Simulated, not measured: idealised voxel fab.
Presented below is a process module, voxel wiring stack.
It is cross-section cut that appears here, measuring 145 nm in width, its square cells being 5 nm in size.
In what follows, cross-sections appear as grids of square cells, described through bands that run from the top down, where every band is one or more rows of cells.
Within each band entry, the heights of the top and of the bottom of the band appear first, in that order and in nm; the materials of the band then follow from left to right, each with its corresponding width in nm. The designation "edge to edge" on a single material indicates that it fills the band from edge to edge; the designation "air" indicates empty space.
It should be noted that heights are counted from 0, beneath which the wafer as supplied is of one material throughout, and that the lowest band possesses no lower boundary but continues downward, as written in "0 and below".
Width: "30->40" (first number = top row, second number = bottom row, same change from row to row of cells).
"nothing changed", as given for a step, is the statement that not any cell of the cross-section underwent a change during that step.
The entry titled "Enclosed void list" provides the empty spaces that have no open way to the top, restricted to those of 8 cells or more. Each is presented as width x height at distance, the distance being measured from the left edge, with all three in nm.
Text after the settings on a step's line: the simulator's own remark on that step.
"overlay nm" answers the question of how far to the right of plan the mask lay on a step that has a mask, and when it is negative the answer is to the left.
Every pair from here on: before one process step, after it. The after cross-section reaches only to the lowest band that changed. Below the pair: the step in between and its settings. Pairs can belong to different runs of this module on the same starting wafer; a pair carries on from the pair above only if the entry headed "Pre-step cross-section" says so.

**Pre-step cross-section**
  0 and below = Si edge to edge
  Enclosed void list: none

**Cut View, Post-Step**
  15 down to 0 = SiO2 edge to edge
  Anything lower than 0 is untouched.
  Enclosed void list: none
Intermediate step for the cross-sections above: CONFORMAL_DEP | material SiO2 | thk nm 15

Pre-step cross-section: taken from the pair above, after panel.

**Cut View, Post-Step**
  20 down to 15 = TiN edge to edge
  Anything lower than 15 is untouched.
  Enclosed void list: none
Intermediate step for the cross-sections above: DIRECTIONAL_DEP | material TiN | thk nm 5

Pre-step cross-section: taken from the pair above, after panel.

**Cut View, Post-Step**
  35 down to 20 = W edge to edge
  Anything lower than 20 is untouched.
  Enclosed void list: none
Intermediate step for the cross-sections above: DIRECTIONAL_DEP | material W | thk nm 15

Pre-step cross-section: taken from the pair above, after panel.

**Cut View, Post-Step**
  35 down to 20 = air=40; W=20; air=25; W=20; air=40
  Anything lower than 20 is untouched.
  Enclosed void list: none
Intermediate step for the cross-sections above: MASKED_ETCH | tone cover | mask id METAL_1 | width nm 20 | pitch nm 45 | etch materials W | depth nm 15 | overlay nm 0

Pre-step cross-section: taken from the pair above, after panel.

**Cut View, Post-Step**
  35 down to 20 = air=40; W=20; air=25; W=20; air=40
  20 down to 15 = air=40; TiN=20; air=25; TiN=20; air=40
  Anything lower than 15 is untouched.
  Enclosed void list: none
Intermediate step for the cross-sections above: MASKED_ETCH | tone cover | mask id METAL_1 | width nm 20 | pitch nm 45 | etch materials TiN | depth nm 5 | overlay nm 0

Pre-step cross-section: taken from the pair above, after panel.

**Cut View, Post-Step**
  40 down to 35 = lowk edge to edge
  35 down to 20 = lowk=40; W=20; lowk=25; W=20; lowk=40
  20 down to 15 = lowk=40; TiN=20; lowk=25; TiN=20; lowk=40
  Anything lower than 15 is untouched.
  Enclosed void list: none
Intermediate step for the cross-sections above: FILL_DEP | material lowk | thk nm 5

Pre-step cross-section: taken from the pair above, after panel.

**Cut View, Post-Step**
  35 down to 20 = lowk=40; W=20; lowk=25; W=20; lowk=40
  Anything lower than 20 is untouched.
  Enclosed void list: none
Intermediate step for the cross-sections above: CMP | height nm 35

Pre-step cross-section: taken from the pair above, after panel.

**Cut View, Post-Step**
  40 down to 35 = SiCN edge to edge
  Anything lower than 35 is untouched.
  Enclosed void list: none
Intermediate step for the cross-sections above: CONFORMAL_DEP | material SiCN | thk nm 5

Pre-step cross-section: taken from the pair above, after panel.

**Cut View, Post-Step**
  55 down to 40 = lowk edge to edge
  Anything lower than 40 is untouched.
  Enclosed void list: none
Intermediate step for the cross-sections above: DIRECTIONAL_DEP | material lowk | thk nm 15

Pre-step cross-section: taken from the pair above, after panel.

**Cut View, Post-Step**
  70 down to 55 = aC edge to edge
  Anything lower than 55 is untouched.
  Enclosed void list: none
Intermediate step for the cross-sections above: DIRECTIONAL_DEP | material aC | thk nm 15

Pre-step cross-section: taken from the pair above, after panel.

**Cut View, Post-Step**
  100 down to 70 = resist=40; air=15; resist=90
  Anything lower than 70 is untouched.
  Enclosed void list: none
Intermediate step for the cross-sections above: PATTERN | tone open | mask id PLUG_1 | material resist | width nm 15 | thk nm 30 | overlay nm 0

Pre-step cross-section: taken from the pair above, after panel.

**Cut View, Post-Step**
  85 down to 70 = resist=40; air=15; resist=90
  70 down to 55 = aC=40; air=15; aC=90
  Anything lower than 55 is untouched.
  Enclosed void list: none
Intermediate step for the cross-sections above: DIRECTIONAL_ETCH | etch materials aC | depth nm 15

Pre-step cross-section: taken from the pair above, after panel.

**Cut View, Post-Step**
  70 down to 55 = aC=40; air=15; aC=90
  Anything lower than 55 is untouched.
  Enclosed void list: none
Intermediate step for the cross-sections above: STRIP | etch materials resist

Pre-step cross-section: taken from the pair above, after panel.

**Cut View, Post-Step**
  70 down to 55 = aC=40; air=15; aC=90
  55 down to 40 = lowk=40; air=15; lowk=90
  Anything lower than 40 is untouched.
  Enclosed void list: none
Intermediate step for the cross-sections above: DIRECTIONAL_ETCH | etch materials lowk | depth nm 15

Pre-step cross-section: taken from the pair above, after panel.

**Cut View, Post-Step**
  70 down to 55 = aC=40; air=15; aC=90
  55 down to 40 = lowk=40; air=15; lowk=90
  40 down to 35 = SiCN=40; air=15; SiCN=90
  Anything lower than 35 is untouched.
  Enclosed void list: none
Intermediate step for the cross-sections above: DIRECTIONAL_ETCH | etch materials SiCN | depth nm 5

Pre-step cross-section: taken from the pair above, after panel.

**Cut View, Post-Step**
  55 down to 40 = lowk=40; air=15; lowk=90
  Anything lower than 40 is untouched.
  Enclosed void list: none
Intermediate step for the cross-sections above: STRIP | etch materials aC

Pre-step cross-section: taken from the pair above, after panel.

**Cut View, Post-Step**
  60 down to 55 = TiN=45; air=5; TiN=95
  55 down to 40 = lowk=40; TiN=5; air=5; TiN=5; lowk=90
  40 down to 35 = SiCN=40; TiN=15; SiCN=90
  Anything lower than 35 is untouched.
  Enclosed void list: none
Intermediate step for the cross-sections above: CONFORMAL_DEP | material TiN | thk nm 5

Pre-step cross-section: taken from the pair above, after panel.

**Cut View, Post-Step**
  65 down to 60 = Ru edge to edge
  60 down to 55 = TiN=45; Ru=5; TiN=95
  55 down to 40 = lowk=40; TiN=5; Ru=5; TiN=5; lowk=90
  Anything lower than 40 is untouched.
  Enclosed void list: none
Intermediate step for the cross-sections above: FILL_DEP | material Ru | thk nm 5

Pre-step cross-section: taken from the pair above, after panel.

**Cut View, Post-Step**
  55 down to 40 = lowk=40; TiN=5; Ru=5; TiN=5; lowk=90
  Anything lower than 40 is untouched.
  Enclosed void list: none
Intermediate step for the cross-sections above: CMP | height nm 55

Pre-step cross-section: taken from the pair above, after panel.

**Cut View, Post-Step**
  60 down to 55 = SiN edge to edge
  Anything lower than 55 is untouched.
  Enclosed void list: none
Intermediate step for the cross-sections above: CONFORMAL_DEP | material SiN | thk nm 5

Pre-step cross-section: taken from the pair above, after panel.

**Cut View, Post-Step**
  75 down to 60 = SiO2 edge to edge
  Anything lower than 60 is untouched.
  Enclosed void list: none
Intermediate step for the cross-sections above: DIRECTIONAL_DEP | material SiO2 | thk nm 15

Pre-step cross-section: taken from the pair above, after panel.

**Cut View, Post-Step**
  95 down to 75 = resist=40; air=20; resist=25; air=20; resist=40
  Anything lower than 75 is untouched.
  Enclosed void list: none
Intermediate step for the cross-sections above: PATTERN | tone open | mask id METAL_2 | material resist | width nm 20 | pitch nm 45 | thk nm 20 | overlay nm 0

Pre-step cross-section: taken from the pair above, after panel.

**Cut View, Post-Step**
  95 down to 75 = resist=40; air=20; resist=25; air=20; resist=40
  75 down to 60 = SiO2=40; air=20; SiO2=25; air=20; SiO2=40
  Anything lower than 60 is untouched.
  Enclosed void list: none
Intermediate step for the cross-sections above: DIRECTIONAL_ETCH | etch materials SiO2 | depth nm 15

Pre-step cross-section: taken from the pair above, after panel.

**Cut View, Post-Step**
  95 down to 75 = resist=40; air=20; resist=25; air=20; resist=40
  75 down to 60 = SiO2=40; air=20; SiO2=25; air=20; SiO2=40
  60 down to 55 = SiN=40; air=20; SiN=25; air=20; SiN=40
  Anything lower than 55 is untouched.
  Enclosed void list: none
Intermediate step for the cross-sections above: DIRECTIONAL_ETCH | etch materials SiN | depth nm 5

Pre-step cross-section: taken from the pair above, after panel.

**Cut View, Post-Step**
  75 down to 60 = SiO2=40; air=20; SiO2=25; air=20; SiO2=40
  Anything lower than 60 is untouched.
  Enclosed void list: none
Intermediate step for the cross-sections above: STRIP | etch materials resist

Pre-step cross-section: taken from the pair above, after panel.

**Cut View, Post-Step**
  80 down to 75 = TiN=45; air=10; TiN=35; air=10; TiN=45
  75 down to 60 = SiO2=40; TiN=5; air=10; TiN=5; SiO2=25; TiN=5; air=10; TiN=5; SiO2=40
  60 down to 55 = SiN=40; TiN=20; SiN=25; TiN=20; SiN=40
  Anything lower than 55 is untouched.
  Enclosed void list: none
Intermediate step for the cross-sections above: CONFORMAL_DEP | material TiN | thk nm 5

Pre-step cross-section: taken from the pair above, after panel.

**Cut View, Post-Step**
  90 down to 80 = Ru edge to edge
  80 down to 75 = TiN=45; Ru=10; TiN=35; Ru=10; TiN=45
  75 down to 60 = SiO2=40; TiN=5; Ru=10; TiN=5; SiO2=25; TiN=5; Ru=10; TiN=5; SiO2=40
  Anything lower than 60 is untouched.
  Enclosed void list: none
Intermediate step for the cross-sections above: FILL_DEP | material Ru | thk nm 10

Pre-step cross-section: taken from the pair above, after panel.

**Cut View, Post-Step**
  75 down to 60 = SiO2=40; TiN=5; Ru=10; TiN=5; SiO2=25; TiN=5; Ru=10; TiN=5; SiO2=40
  Anything lower than 60 is untouched.
  Enclosed void list: none
Intermediate step for the cross-sections above: CMP | height nm 75

Pre-step cross-section: taken from the pair above, after panel.

**Cut View, Post-Step**
  80 down to 75 = SiN edge to edge
  Anything lower than 75 is untouched.
  Enclosed void list: none
Intermediate step for the cross-sections above: CONFORMAL_DEP | material SiN | thk nm 5

**Pre-step cross-section**
  15 down to 0 = SiO2 edge to edge
  0 and below = Si edge to edge
  Enclosed void list: none

**Cut View, Post-Step**
  30 down to 15 = W edge to edge
  Anything lower than 15 is untouched.
  Enclosed void list: none
Intermediate step for the cross-sections above: DIRECTIONAL_DEP | material W | thk nm 15

Pre-step cross-section: taken from the pair above, after panel.

**Cut View, Post-Step**
  30 down to 15 = air=40; W=20; air=25; W=20; air=40
  Anything lower than 15 is untouched.
  Enclosed void list: none
Intermediate step for the cross-sections above: MASKED_ETCH | tone cover | mask id METAL_1 | width nm 20 | pitch nm 45 | etch materials W | depth nm 15 | overlay nm 0

Pre-step cross-section: taken from the pair above, after panel.

**Cut View, Post-Step**
  35 down to 30 = lowk edge to edge
  30 down to 15 = lowk=40; W=20; lowk=25; W=20; lowk=40
  Anything lower than 15 is untouched.
  Enclosed void list: none
Intermediate step for the cross-sections above: FILL_DEP | material lowk | thk nm 5

Pre-step cross-section: taken from the pair above, after panel.

**Cut View, Post-Step**
  40 down to 35 = SiCN edge to edge
  Anything lower than 35 is untouched.
  Enclosed void list: none
Intermediate step for the cross-sections above: CONFORMAL_DEP | material SiCN | thk nm 5

Pre-step cross-section: taken from the pair above, after panel.

**Cut View, Post-Step**
  55 down to 40 = lowk edge to edge
  Anything lower than 40 is untouched.
  Enclosed void list: none
Intermediate step for the cross-sections above: DIRECTIONAL_DEP | material lowk | thk nm 15

Pre-step cross-section: taken from the pair above, after panel.

**Cut View, Post-Step**
  70 down to 55 = aC edge to edge
  Anything lower than 55 is untouched.
  Enclosed void list: none
Intermediate step for the cross-sections above: DIRECTIONAL_DEP | material aC | thk nm 15

Pre-step cross-section: taken from the pair above, after panel.

**Cut View, Post-Step**
  100 down to 70 = resist=40; air=15; resist=90
  Anything lower than 70 is untouched.
  Enclosed void list: none
Intermediate step for the cross-sections above: PATTERN | tone open | mask id PLUG_1 | material resist | width nm 15 | thk nm 30 | overlay nm 0

Pre-step cross-section: taken from the pair above, after panel.

**Cut View, Post-Step**
  85 down to 70 = resist=40; air=15; resist=90
  70 down to 55 = aC=40; air=15; aC=90
  Anything lower than 55 is untouched.
  Enclosed void list: none
Intermediate step for the cross-sections above: DIRECTIONAL_ETCH | etch materials aC | depth nm 15

Pre-step cross-section: taken from the pair above, after panel.

**Cut View, Post-Step**
  70 down to 55 = aC=40; air=15; aC=90
  Anything lower than 55 is untouched.
  Enclosed void list: none
Intermediate step for the cross-sections above: STRIP | etch materials resist

Pre-step cross-section: taken from the pair above, after panel.

**Cut View, Post-Step**
  70 down to 55 = aC=40; air=15; aC=90
  55 down to 40 = lowk=40; air=15; lowk=90
  Anything lower than 40 is untouched.
  Enclosed void list: none
Intermediate step for the cross-sections above: DIRECTIONAL_ETCH | etch materials lowk | depth nm 15

Pre-step cross-section: taken from the pair above, after panel.

**Cut View, Post-Step**
  70 down to 55 = aC=40; air=15; aC=90
  55 down to 40 = lowk=40; air=15; lowk=90
  40 down to 35 = SiCN=40; air=15; SiCN=90
  Anything lower than 35 is untouched.
  Enclosed void list: none
Intermediate step for the cross-sections above: DIRECTIONAL_ETCH | etch materials SiCN | depth nm 5

Pre-step cross-section: taken from the pair above, after panel.

**Cut View, Post-Step**
  55 down to 40 = lowk=40; air=15; lowk=90
  Anything lower than 40 is untouched.
  Enclosed void list: none
Intermediate step for the cross-sections above: STRIP | etch materials aC

Pre-step cross-section: taken from the pair above, after panel.

**Cut View, Post-Step**
  60 down to 55 = TiN=45; air=5; TiN=95
  55 down to 40 = lowk=40; TiN=5; air=5; TiN=5; lowk=90
  40 down to 35 = SiCN=40; TiN=15; SiCN=90
  Anything lower than 35 is untouched.
  Enclosed void list: none
Intermediate step for the cross-sections above: CONFORMAL_DEP | material TiN | thk nm 5

Pre-step cross-section: taken from the pair above, after panel.

**Cut View, Post-Step**
  65 down to 60 = Ru edge to edge
  60 down to 55 = TiN=45; Ru=5; TiN=95
  55 down to 40 = lowk=40; TiN=5; Ru=5; TiN=5; lowk=90
  Anything lower than 40 is untouched.
  Enclosed void list: none
Intermediate step for the cross-sections above: FILL_DEP | material Ru | thk nm 5

Pre-step cross-section: taken from the pair above, after panel.

**Cut View, Post-Step**
  55 down to 40 = lowk=40; TiN=5; Ru=5; TiN=5; lowk=90
  Anything lower than 40 is untouched.
  Enclosed void list: none
Intermediate step for the cross-sections above: CMP | height nm 55

Pre-step cross-section: taken from the pair above, after panel.

**Cut View, Post-Step**
  60 down to 55 = SiN edge to edge
  Anything lower than 55 is untouched.
  Enclosed void list: none
Intermediate step for the cross-sections above: CONFORMAL_DEP | material SiN | thk nm 5

Pre-step cross-section: taken from the pair above, after panel.

**Cut View, Post-Step**
  75 down to 60 = SiO2 edge to edge
  Anything lower than 60 is untouched.
  Enclosed void list: none
Intermediate step for the cross-sections above: DIRECTIONAL_DEP | material SiO2 | thk nm 15

Pre-step cross-section: taken from the pair above, after panel.

**Cut View, Post-Step**
  95 down to 75 = resist=40; air=20; resist=25; air=20; resist=40
  Anything lower than 75 is untouched.
  Enclosed void list: none
Intermediate step for the cross-sections above: PATTERN | tone open | mask id METAL_2 | material resist | width nm 20 | pitch nm 45 | thk nm 20 | overlay nm 0

Pre-step cross-section: taken from the pair above, after panel.

**Cut View, Post-Step**
  95 down to 75 = resist=40; air=20; resist=25; air=20; resist=40
  75 down to 60 = SiO2=40; air=20; SiO2=25; air=20; SiO2=40
  Anything lower than 60 is untouched.
  Enclosed void list: none
Intermediate step for the cross-sections above: DIRECTIONAL_ETCH | etch materials SiO2 | depth nm 15

Pre-step cross-section: taken from the pair above, after panel.

**Cut View, Post-Step**
  95 down to 75 = resist=40; air=20; resist=25; air=20; resist=40
  75 down to 60 = SiO2=40; air=20; SiO2=25; air=20; SiO2=40
  60 down to 55 = SiN=40; air=20; SiN=25; air=20; SiN=40
  Anything lower than 55 is untouched.
  Enclosed void list: none
Intermediate step for the cross-sections above: DIRECTIONAL_ETCH | etch materials SiN | depth nm 5

Pre-step cross-section: taken from the pair above, after panel.

**Cut View, Post-Step**
  75 down to 60 = SiO2=40; air=20; SiO2=25; air=20; SiO2=40
  Anything lower than 60 is untouched.
  Enclosed void list: none
Intermediate step for the cross-sections above: STRIP | etch materials resist

Pre-step cross-section: taken from the pair above, after panel.

**Cut View, Post-Step**
  80 down to 75 = TiN=45; air=10; TiN=35; air=10; TiN=45
  75 down to 60 = SiO2=40; TiN=5; air=10; TiN=5; SiO2=25; TiN=5; air=10; TiN=5; SiO2=40
  60 down to 55 = SiN=40; TiN=20; SiN=25; TiN=20; SiN=40
  Anything lower than 55 is untouched.
  Enclosed void list: none
Intermediate step for the cross-sections above: CONFORMAL_DEP | material TiN | thk nm 5

Pre-step cross-section: taken from the pair above, after panel.

**Cut View, Post-Step**
  90 down to 80 = Ru edge to edge
  80 down to 75 = TiN=45; Ru=10; TiN=35; Ru=10; TiN=45
  75 down to 60 = SiO2=40; TiN=5; Ru=10; TiN=5; SiO2=25; TiN=5; Ru=10; TiN=5; SiO2=40
  Anything lower than 60 is untouched.
  Enclosed void list: none
Intermediate step for the cross-sections above: FILL_DEP | material Ru | thk nm 10

Pre-step cross-section: taken from the pair above, after panel.

**Cut View, Post-Step**
  75 down to 60 = SiO2=40; TiN=5; Ru=10; TiN=5; SiO2=25; TiN=5; Ru=10; TiN=5; SiO2=40
  Anything lower than 60 is untouched.
  Enclosed void list: none
Intermediate step for the cross-sections above: CMP | height nm 75

Pre-step cross-section: taken from the pair above, after panel.

**Cut View, Post-Step**
  80 down to 75 = SiN edge to edge
  Anything lower than 75 is untouched.
  Enclosed void list: none
Intermediate step for the cross-sections above: CONFORMAL_DEP | material SiN | thk nm 5

**Pre-step cross-section**
  15 down to 0 = SiO2 edge to edge
  0 and below = Si edge to edge
  Enclosed void list: none

**Cut View, Post-Step**
  30 down to 0 = SiO2 edge to edge
  Anything lower than 0 is untouched.
  Enclosed void list: none
Intermediate step for the cross-sections above: CONFORMAL_DEP | material SiO2 | thk nm 15

Pre-step cross-section: taken from the pair above, after panel.

**Cut View, Post-Step**
  35 down to 30 = TiN edge to edge
  Anything lower than 30 is untouched.
  Enclosed void list: none
Intermediate step for the cross-sections above: DIRECTIONAL_DEP | material TiN | thk nm 5

Pre-step cross-section: taken from the pair above, after panel.

**Cut View, Post-Step**
  50 down to 35 = W edge to edge
  Anything lower than 35 is untouched.
  Enclosed void list: none
Intermediate step for the cross-sections above: DIRECTIONAL_DEP | material W | thk nm 15

Pre-step cross-section: taken from the pair above, after panel.

**Cut View, Post-Step**
  50 down to 35 = air=40; W=20; air=25; W=20; air=40
  Anything lower than 35 is untouched.
  Enclosed void list: none
Intermediate step for the cross-sections above: MASKED_ETCH | tone cover | mask id METAL_1 | width nm 20 | pitch nm 45 | etch materials W | depth nm 15 | overlay nm 0

Pre-step cross-section: taken from the pair above, after panel.

**Cut View, Post-Step**
  50 down to 35 = air=40; W=20; air=25; W=20; air=40
  35 down to 30 = air=40; TiN=20; air=25; TiN=20; air=40
  Anything lower than 30 is untouched.
  Enclosed void list: none
Intermediate step for the cross-sections above: MASKED_ETCH | tone cover | mask id METAL_1 | width nm 20 | pitch nm 45 | etch materials TiN | depth nm 5 | overlay nm 0

Pre-step cross-section: taken from the pair above, after panel.

**Cut View, Post-Step**
  55 down to 50 = lowk edge to edge
  50 down to 35 = lowk=40; W=20; lowk=25; W=20; lowk=40
  35 down to 30 = lowk=40; TiN=20; lowk=25; TiN=20; lowk=40
  Anything lower than 30 is untouched.
  Enclosed void list: none
Intermediate step for the cross-sections above: FILL_DEP | material lowk | thk nm 5

Pre-step cross-section: taken from the pair above, after panel.

**Cut View, Post-Step**
  35 down to 30 = lowk=40; TiN=20; lowk=25; TiN=20; lowk=40
  Anything lower than 30 is untouched.
  Enclosed void list: none
Intermediate step for the cross-sections above: CMP | height nm 35

Pre-step cross-section: taken from the pair above, after panel.

**Cut View, Post-Step**
  40 down to 35 = SiCN edge to edge
  Anything lower than 35 is untouched.
  Enclosed void list: none
Intermediate step for the cross-sections above: CONFORMAL_DEP | material SiCN | thk nm 5

Pre-step cross-section: taken from the pair above, after panel.

**Cut View, Post-Step**
  55 down to 40 = lowk edge to edge
  Anything lower than 40 is untouched.
  Enclosed void list: none
Intermediate step for the cross-sections above: DIRECTIONAL_DEP | material lowk | thk nm 15

Pre-step cross-section: taken from the pair above, after panel.

**Cut View, Post-Step**
  70 down to 55 = aC edge to edge
  Anything lower than 55 is untouched.
  Enclosed void list: none
Intermediate step for the cross-sections above: DIRECTIONAL_DEP | material aC | thk nm 15

Pre-step cross-section: taken from the pair above, after panel.

**Cut View, Post-Step**
  100 down to 70 = resist=40; air=15; resist=90
  Anything lower than 70 is untouched.
  Enclosed void list: none
Intermediate step for the cross-sections above: PATTERN | tone open | mask id PLUG_1 | material resist | width nm 15 | thk nm 30 | overlay nm 0

Pre-step cross-section: taken from the pair above, after panel.

**Cut View, Post-Step**
  85 down to 70 = resist=40; air=15; resist=90
  70 down to 55 = aC=40; air=15; aC=90
  Anything lower than 55 is untouched.
  Enclosed void list: none
Intermediate step for the cross-sections above: DIRECTIONAL_ETCH | etch materials aC | depth nm 15

Pre-step cross-section: taken from the pair above, after panel.

**Cut View, Post-Step**
  70 down to 55 = aC=40; air=15; aC=90
  Anything lower than 55 is untouched.
  Enclosed void list: none
Intermediate step for the cross-sections above: STRIP | etch materials resist

Pre-step cross-section: taken from the pair above, after panel.

**Cut View, Post-Step**
  70 down to 55 = aC=40; air=15; aC=90
  55 down to 40 = lowk=40; air=15; lowk=90
  Anything lower than 40 is untouched.
  Enclosed void list: none
Intermediate step for the cross-sections above: DIRECTIONAL_ETCH | etch materials lowk | depth nm 15

Pre-step cross-section: taken from the pair above, after panel.

**Cut View, Post-Step**
  70 down to 55 = aC=40; air=15; aC=90
  55 down to 40 = lowk=40; air=15; lowk=90
  40 down to 35 = SiCN=40; air=15; SiCN=90
  Anything lower than 35 is untouched.
  Enclosed void list: none
Intermediate step for the cross-sections above: DIRECTIONAL_ETCH | etch materials SiCN | depth nm 5

Pre-step cross-section: taken from the pair above, after panel.

**Cut View, Post-Step**
  55 down to 40 = lowk=40; air=15; lowk=90
  Anything lower than 40 is untouched.
  Enclosed void list: none
Intermediate step for the cross-sections above: STRIP | etch materials aC

Pre-step cross-section: taken from the pair above, after panel.

**Cut View, Post-Step**
  60 down to 55 = TiN=45; air=5; TiN=95
  55 down to 40 = lowk=40; TiN=5; air=5; TiN=5; lowk=90
  40 down to 35 = SiCN=40; TiN=15; SiCN=90
  Anything lower than 35 is untouched.
  Enclosed void list: none
Intermediate step for the cross-sections above: CONFORMAL_DEP | material TiN | thk nm 5

Pre-step cross-section: taken from the pair above, after panel.

**Cut View, Post-Step**
  65 down to 60 = Ru edge to edge
  60 down to 55 = TiN=45; Ru=5; TiN=95
  55 down to 40 = lowk=40; TiN=5; Ru=5; TiN=5; lowk=90
  Anything lower than 40 is untouched.
  Enclosed void list: none
Intermediate step for the cross-sections above: FILL_DEP | material Ru | thk nm 5

Pre-step cross-section: taken from the pair above, after panel.

**Cut View, Post-Step**
  55 down to 40 = lowk=40; TiN=5; Ru=5; TiN=5; lowk=90
  Anything lower than 40 is untouched.
  Enclosed void list: none
Intermediate step for the cross-sections above: CMP | height nm 55

Pre-step cross-section: taken from the pair above, after panel.

**Cut View, Post-Step**
  60 down to 55 = SiN edge to edge
  Anything lower than 55 is untouched.
  Enclosed void list: none
Intermediate step for the cross-sections above: CONFORMAL_DEP | material SiN | thk nm 5

Pre-step cross-section: taken from the pair above, after panel.

**Cut View, Post-Step**
  75 down to 60 = SiO2 edge to edge
  Anything lower than 60 is untouched.
  Enclosed void list: none
Intermediate step for the cross-sections above: DIRECTIONAL_DEP | material SiO2 | thk nm 15

Pre-step cross-section: taken from the pair above, after panel.

**Cut View, Post-Step**
  95 down to 75 = resist=40; air=20; resist=25; air=20; resist=40
  Anything lower than 75 is untouched.
  Enclosed void list: none
Intermediate step for the cross-sections above: PATTERN | tone open | mask id METAL_2 | material resist | width nm 20 | pitch nm 45 | thk nm 20 | overlay nm 0

Pre-step cross-section: taken from the pair above, after panel.

**Cut View, Post-Step**
  95 down to 75 = resist=40; air=20; resist=25; air=20; resist=40
  75 down to 60 = SiO2=40; air=20; SiO2=25; air=20; SiO2=40
  Anything lower than 60 is untouched.
  Enclosed void list: none
Intermediate step for the cross-sections above: DIRECTIONAL_ETCH | etch materials SiO2 | depth nm 15

Pre-step cross-section: taken from the pair above, after panel.

**Cut View, Post-Step**
  95 down to 75 = resist=40; air=20; resist=25; air=20; resist=40
  75 down to 60 = SiO2=40; air=20; SiO2=25; air=20; SiO2=40
  60 down to 55 = SiN=40; air=20; SiN=25; air=20; SiN=40
  Anything lower than 55 is untouched.
  Enclosed void list: none
Intermediate step for the cross-sections above: DIRECTIONAL_ETCH | etch materials SiN | depth nm 5

Pre-step cross-section: taken from the pair above, after panel.

**Cut View, Post-Step**
  75 down to 60 = SiO2=40; air=20; SiO2=25; air=20; SiO2=40
  Anything lower than 60 is untouched.
  Enclosed void list: none
Intermediate step for the cross-sections above: STRIP | etch materials resist

Pre-step cross-section: taken from the pair above, after panel.

**Cut View, Post-Step**
  80 down to 75 = TiN=45; air=10; TiN=35; air=10; TiN=45
  75 down to 60 = SiO2=40; TiN=5; air=10; TiN=5; SiO2=25; TiN=5; air=10; TiN=5; SiO2=40
  60 down to 55 = SiN=40; TiN=20; SiN=25; TiN=20; SiN=40
  Anything lower than 55 is untouched.
  Enclosed void list: none
Intermediate step for the cross-sections above: CONFORMAL_DEP | material TiN | thk nm 5

Pre-step cross-section: taken from the pair above, after panel.

**Cut View, Post-Step**
  90 down to 80 = Ru edge to edge
  80 down to 75 = TiN=45; Ru=10; TiN=35; Ru=10; TiN=45
  75 down to 60 = SiO2=40; TiN=5; Ru=10; TiN=5; SiO2=25; TiN=5; Ru=10; TiN=5; SiO2=40
  Anything lower than 60 is untouched.
  Enclosed void list: none
Intermediate step for the cross-sections above: FILL_DEP | material Ru | thk nm 10

Pre-step cross-section: taken from the pair above, after panel.

**Cut View, Post-Step**
  75 down to 60 = SiO2=40; TiN=5; Ru=10; TiN=5; SiO2=25; TiN=5; Ru=10; TiN=5; SiO2=40
  Anything lower than 60 is untouched.
  Enclosed void list: none
Intermediate step for the cross-sections above: CMP | height nm 75

Pre-step cross-section: taken from the pair above, after panel.

**Cut View, Post-Step**
  80 down to 75 = SiN edge to edge
  Anything lower than 75 is untouched.
  Enclosed void list: none
Intermediate step for the cross-sections above: CONFORMAL_DEP | material SiN | thk nm 5

**Pre-step cross-section**
  0 and below = Si edge to edge
  Enclosed void list: none

**Cut View, Post-Step**
  5 down to 0 = TiN edge to edge
  Anything lower than 0 is untouched.
  Enclosed void list: none
Intermediate step for the cross-sections above: DIRECTIONAL_DEP | material TiN | thk nm 5

Pre-step cross-section: taken from the pair above, after panel.

**Cut View, Post-Step**
  20 down to 5 = SiO2 edge to edge
  Anything lower than 5 is untouched.
  Enclosed void list: none
Intermediate step for the cross-sections above: CONFORMAL_DEP | material SiO2 | thk nm 15

Pre-step cross-section: taken from the pair above, after panel.

**Cut View, Post-Step**
  35 down to 20 = W edge to edge
  Anything lower than 20 is untouched.
  Enclosed void list: none
Intermediate step for the cross-sections above: DIRECTIONAL_DEP | material W | thk nm 15

Pre-step cross-section: taken from the pair above, after panel.

**Cut View, Post-Step**
  35 down to 20 = air=40; W=20; air=25; W=20; air=40
  Anything lower than 20 is untouched.
  Enclosed void list: none
Intermediate step for the cross-sections above: MASKED_ETCH | tone cover | mask id METAL_1 | width nm 20 | pitch nm 45 | etch materials W | depth nm 15 | overlay nm 0

Pre-step cross-section: taken from the pair above, after panel.

**Cut View, Post-Step**
  40 down to 35 = lowk edge to edge
  35 down to 20 = lowk=40; W=20; lowk=25; W=20; lowk=40
  Anything lower than 20 is untouched.
  Enclosed void list: none
Intermediate step for the cross-sections above: FILL_DEP | material lowk | thk nm 5

Pre-step cross-section: taken from the pair above, after panel.

**Cut View, Post-Step**
  35 down to 20 = lowk=40; W=20; lowk=25; W=20; lowk=40
  Anything lower than 20 is untouched.
  Enclosed void list: none
Intermediate step for the cross-sections above: CMP | height nm 35

Pre-step cross-section: taken from the pair above, after panel.

**Cut View, Post-Step**
  40 down to 35 = SiCN edge to edge
  Anything lower than 35 is untouched.
  Enclosed void list: none
Intermediate step for the cross-sections above: CONFORMAL_DEP | material SiCN | thk nm 5

Pre-step cross-section: taken from the pair above, after panel.

**Cut View, Post-Step**
  55 down to 40 = lowk edge to edge
  Anything lower than 40 is untouched.
  Enclosed void list: none
Intermediate step for the cross-sections above: DIRECTIONAL_DEP | material lowk | thk nm 15

Pre-step cross-section: taken from the pair above, after panel.

**Cut View, Post-Step**
  70 down to 55 = aC edge to edge
  Anything lower than 55 is untouched.
  Enclosed void list: none
Intermediate step for the cross-sections above: DIRECTIONAL_DEP | material aC | thk nm 15

Pre-step cross-section: taken from the pair above, after panel.

**Cut View, Post-Step**
  100 down to 70 = resist=40; air=15; resist=90
  Anything lower than 70 is untouched.
  Enclosed void list: none
Intermediate step for the cross-sections above: PATTERN | tone open | mask id PLUG_1 | material resist | width nm 15 | thk nm 30 | overlay nm 0

Pre-step cross-section: taken from the pair above, after panel.

**Cut View, Post-Step**
  85 down to 70 = resist=40; air=15; resist=90
  70 down to 55 = aC=40; air=15; aC=90
  Anything lower than 55 is untouched.
  Enclosed void list: none
Intermediate step for the cross-sections above: DIRECTIONAL_ETCH | etch materials aC | depth nm 15

Pre-step cross-section: taken from the pair above, after panel.

**Cut View, Post-Step**
  70 down to 55 = aC=40; air=15; aC=90
  Anything lower than 55 is untouched.
  Enclosed void list: none
Intermediate step for the cross-sections above: STRIP | etch materials resist

Pre-step cross-section: taken from the pair above, after panel.

**Cut View, Post-Step**
  70 down to 55 = aC=40; air=15; aC=90
  55 down to 40 = lowk=40; air=15; lowk=90
  Anything lower than 40 is untouched.
  Enclosed void list: none
Intermediate step for the cross-sections above: DIRECTIONAL_ETCH | etch materials lowk | depth nm 15
